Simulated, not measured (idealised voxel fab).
Process module, titled voxel self aligned contacts
Cross-section cut spans 260 nm and uses square cells 5 nm in size.
This document writes a cross-section as a grid whose cells are square, and gives it as bands, listed from the top down; one or more rows of cells form a band.
It is stipulated that each band's entry specify, in nanometres, the height of the top of the band and then that of its bottom, followed by the materials of the band in left-to-right sequence, each together with its width in nanometres. A single material marked by the word "edge to edge" is understood to fill the band from edge to edge; the word "blank" is understood to denote empty space.
Ref level 0: as-received wafer is one material below here. Bottom band extends down with no lower bound ("from 0 down").
Note: "30..40" means the width goes from the first number (top row of the band) to the second number (bottom row) in equal steps per row of cells.
Given "nothing was modified" for a step, no cell of the cross-section differs between before and after that step.
Heads up: "Sealed void listing" only lists the empty pockets with no open path to the top that are 8 cells or more, and it writes them as width x height at distance, distance from the left edge, in nm.
It should be noted that, on the line of a given step, the content following the step's settings is a remark produced by the simulator itself with respect to that step.
When a step includes a mask, the "overlay nm" setting on its line states how far to the right of its planned place that mask lay, and negative values state how far to the left.

THIS SECTION LISTS THE PROCESS STEPS THAT WERE PLANNED
1 RECEIVE: material Si
2 CONFORMAL_DEP: material SiO2, thk nm 5
3 DIRECTIONAL_DEP: material polySi, thk nm 20
4 DIRECTIONAL_DEP: material SiN, thk nm 20
5 DIRECTIONAL_DEP: material aC, thk nm 10
6 PATTERN: tone cover, mask id GATE, material resist, width nm 30, pitch nm 70, thk nm 25, overlay nm 0
7 DIRECTIONAL_ETCH: etch materials aC, depth nm 10
8 STRIP: etch materials resist
9 DIRECTIONAL_ETCH: etch materials SiN, depth nm 20
10 DIRECTIONAL_ETCH: etch materials polySi, depth nm 20
11 STRIP: etch materials aC
12 CONFORMAL_DEP: material SiN, thk nm 10
13 DIRECTIONAL_ETCH: etch materials SiN, depth nm 10
14 FILL_DEP: material SiO2, thk nm 20
15 CMP: height nm 55
16 MASKED_ETCH: tone open, mask id CONTACT, width nm 50, pitch nm 70, etch materials SiO2, depth nm 55, overlay nm 0
17 CONFORMAL_DEP: material TiN, thk nm 5
18 FILL_DEP: material W, thk nm 5
19 CMP: height nm 55
20 CONFORMAL_DEP: material SiN, thk nm 5

AS RECEIVED (POST STEP 1): CROSS-SECTION
* from 0 down: Si edge to edge
* Sealed void listing: none

FINAL WAFER PROFILE IN CROSS-SECTION AFTER THE MODULE, FROM THE SAME START AND PLAN AS ABOVE, WITH ONE MISTAKE MADE DURING PROCESSING
* from 60 to 55: SiN edge to edge
* from 55 to 45: SiO2 70 nm, then TiN 5..20 nm, then W 40..15 nm, then TiN 5..15 nm, then SiO2 20 nm, then TiN 5..20 nm, then W 40..15 nm, then TiN 5..15 nm, then SiO2 70 nm
* from 45 to 25: SiO2 40 nm, then SiN 45 nm, then TiN 5 nm, then W 15 nm, then TiN 5 nm, then SiN 45 nm, then TiN 5 nm, then W 15 nm, then TiN 5 nm, then SiN 45 nm, then SiO2 35 nm
* from 25 to 5: SiO2 40 nm, then SiN 10 nm, then polySi 25 nm, then SiN 10 nm, then TiN 5 nm, then W 15 nm, then TiN 5 nm, then SiN 10 nm, then polySi 25 nm, then SiN 10 nm, then TiN 5 nm, then W 15 nm, then TiN 5 nm, then SiN 10 nm, then polySi 25 nm, then SiN 10 nm, then SiO2 35 nm
* from 5 to 0: SiO2 85 nm, then TiN 25 nm, then SiO2 45 nm, then TiN 25 nm, then SiO2 80 nm
* from 0 down: Si edge to edge
* Sealed void listing: none
Finding, execution versus plan: it should be noted that step 6 was executed with settings other than those planned, the operation and settings actually applied being PATTERN: tone cover, mask id GATE, material resist, width nm 25, pitch nm 70, thk nm 25, overlay nm 0
